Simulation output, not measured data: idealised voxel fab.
process module | voxel transistor to metal
cross-section cut | 285 nm wide | cells 5 nm
A cross-section is a grid of square cells, given in bands from the top down. A band is one or more rows of cells.
Each band's line starts with the height of the band's top and of its bottom, in nm. Then come its materials from left to right, each with its width in nm. One material with "throughout" fills the band from edge to edge. "air" is empty space.
Height 0 is the level under which the wafer as received is all one material. The lowest band goes on downwards, as in "0 down".
A width such as "30 to 40" changes by the same amount from each row of cells to the next, from the band's top row to its bottom row.
"no change" after a step means that no cell of the cross-section changed.
closed voids: empty space of 8 cells or more with no open way to the top, each as width x height at its distance from the left edge, in nm
after a step's settings: what the simulator itself notes on the step
overlay nm, on a step with a mask: how far to the right of its planned place the mask lay; to the left if negative
plan
1 op RECEIVE | material Si
2 op CONFORMAL_DEP | material SiO2 | thk nm 5
3 op CONFORMAL_DEP | material SiN | thk nm 10
4 op PATTERN | tone cover | mask id ACTIVE | material resist | width nm 115 | pitch nm 140 | thk nm 15 | overlay nm 0
5 op DIRECTIONAL_ETCH | etch materials SiN | depth nm 10
6 op DIRECTIONAL_ETCH | etch materials SiO2 | depth nm 5
7 op DIRECTIONAL_ETCH | etch materials Si | depth nm 25
8 op STRIP | etch materials resist
9 op OXIDIZE | depth nm 5
10 op FILL_DEP | material SiO2 | thk nm 5
11 op CMP | height nm 15
12 op SELECTIVE_ETCH | etch materials SiO2 | depth nm 5
13 op STRIP | etch materials SiN
14 op SELECTIVE_ETCH | etch materials SiO2 | depth nm 5
15 op OXIDIZE | depth nm 5
16 op DIRECTIONAL_DEP | material polySi | thk nm 25
17 op DIRECTIONAL_DEP | material SiCN | thk nm 10
18 op PATTERN | tone cover | mask id GATE | material resist | width nm 25 | pitch nm 140 | thk nm 20 | overlay nm 0
19 op DIRECTIONAL_ETCH | etch materials SiCN | depth nm 20
20 op DIRECTIONAL_ETCH | etch materials polySi | depth nm 35
21 op STRIP | etch materials resist
22 op CONFORMAL_DEP | material SiO2 | thk nm 5
23 op DIRECTIONAL_ETCH | etch materials SiO2 | depth nm 5
24 op CONFORMAL_DEP | material SiN | thk nm 10
25 op DIRECTIONAL_ETCH | etch materials SiN | depth nm 10
26 op DIRECTIONAL_ETCH | etch materials SiO2 | depth nm 5
27 op DIRECTIONAL_ETCH | etch materials Si | depth nm 5
28 op EPI | material nSi | thk nm 5
29 op FILL_DEP | material SiO2 | thk nm 5
30 op CMP | height nm 35
31 op DIRECTIONAL_DEP | material SiO2 | thk nm 10
32 op DIRECTIONAL_DEP | material aC | thk nm 10
33 op PATTERN | tone open | mask id CONTACT | material resist | width nm 35 | pitch nm 70 | thk nm 30 | overlay nm 0
34 op DIRECTIONAL_ETCH | etch materials aC | depth nm 10
35 op STRIP | etch materials resist
36 op DIRECTIONAL_ETCH | etch materials SiO2 | depth nm 50
37 op STRIP | etch materials aC
38 op CONFORMAL_DEP | material TiN | thk nm 5
39 op FILL_DEP | material W | thk nm 5
40 op CMP | height nm 45
41 op DIRECTIONAL_DEP | material TiN | thk nm 5
42 op DIRECTIONAL_DEP | material W | thk nm 25
43 op PATTERN | tone cover | mask id METAL_1 | material resist | width nm 20 | thk nm 15 | overlay nm 0
44 op DIRECTIONAL_ETCH | etch materials W | depth nm 25
45 op DIRECTIONAL_ETCH | etch materials TiN | depth nm 5
46 op STRIP | etch materials resist
47 op CONFORMAL_DEP | material SiN | thk nm 5
48 op FILL_DEP | material SiO2 | thk nm 10
49 op CMP | height nm 75
50 op CONFORMAL_DEP | material SiCN | thk nm 5
as received, after step 1
  0 down: Si throughout
  closed voids: none
a wafer at the end: this start, this plan, one mistake
  80 to 75: SiCN throughout
  75 to 50: SiO2 15 | SiN 5 | W 20 | SiN 5 | SiO2 55 | SiN 5 | W 20 | SiN 5 | SiO2 25 | SiN 5 | W 20 | SiN 5 | SiO2 55 | SiN 5 | W 20 | SiN 5 | SiO2 15
  50 to 45: SiN 20 | TiN 20 | SiN 65 | TiN 20 | SiN 35 | TiN 20 | SiN 65 | TiN 20 | SiN 20
  45 to 35: SiO2 25 | TiN 5 | W 25 to 10 | TiN 5 to 20 | SiO2 35 | TiN 5 to 10 | W 25 to 20 | TiN 5 | SiO2 35 | TiN 5 | W 25 to 10 | TiN 5 to 20 | SiO2 35 | TiN 5 to 10 | W 25 to 20 | TiN 5 | SiO2 15
  35 to 25: SiO2 25 | TiN 5 | W 10 | TiN 5 | SiN 10 | TiN 5 | SiCN 25 | SiO2 5 | SiN 10 | TiN 5 | W 20 | TiN 5 | SiO2 35 | TiN 5 | W 10 | TiN 5 | SiN 10 | TiN 5 | SiCN 25 | SiO2 5 | SiN 10 | TiN 5 | W 20 | TiN 5 | SiO2 15
  25 to 10: SiO2 25 | TiN 5 | W 10 | TiN 5 | SiN 10 | TiN 5 | polySi 25 | SiO2 5 | SiN 10 | TiN 5 | W 20 | TiN 5 | SiO2 35 | TiN 5 | W 10 | TiN 5 | SiN 10 | TiN 5 | polySi 25 | SiO2 5 | SiN 10 | TiN 5 | W 20 | TiN 5 | SiO2 15
  10 to 5: SiO2 25 | TiN 5 | W 10 | TiN 5 | SiN 10 | TiN 5 | polySi 25 | SiO2 5 | SiN 10 | TiN 5 | W 10 | TiN 15 | SiO2 35 | TiN 5 | W 10 | TiN 5 | SiN 10 | TiN 5 | polySi 25 | SiO2 5 | SiN 10 | TiN 5 | W 10 | TiN 15 | SiO2 15
  5 to 0: SiO2 15 | SiN 10 | TiN 20 | SiN 10 | TiN 5 | polySi 25 | SiO2 5 | SiN 10 | TiN 20 | SiN 10 | SiO2 25 | SiN 10 | TiN 20 | SiN 10 | TiN 5 | polySi 25 | SiO2 5 | SiN 10 | TiN 20 | SiN 10 | SiO2 15
  0 to -5: SiO2 25 | nSi 5 | TiN 10 | nSi 5 | SiO2 10 | TiN 5 | SiO2 40 | nSi 5 | TiN 10 | nSi 5 | SiO2 45 | nSi 5 | TiN 10 | nSi 5 | SiO2 10 | TiN 5 | SiO2 40 | nSi 5 | TiN 10 | nSi 5 | SiO2 25
  -5 to -10: SiO2 20 | Si 5 | nSi 20 | Si 55 | nSi 20 | Si 5 | SiO2 35 | Si 5 | nSi 20 | Si 55 | nSi 20 | Si 5 | SiO2 20
  -10 to -30: SiO2 20 | Si 105 | SiO2 35 | Si 105 | SiO2 20
  -30 down: Si throughout
  closed voids: none
what went wrong: step 33 ran as: op PATTERN | tone open | mask id CONTACT | material resist | width nm 35 | pitch nm 70 | thk nm 30 | overlay nm 5
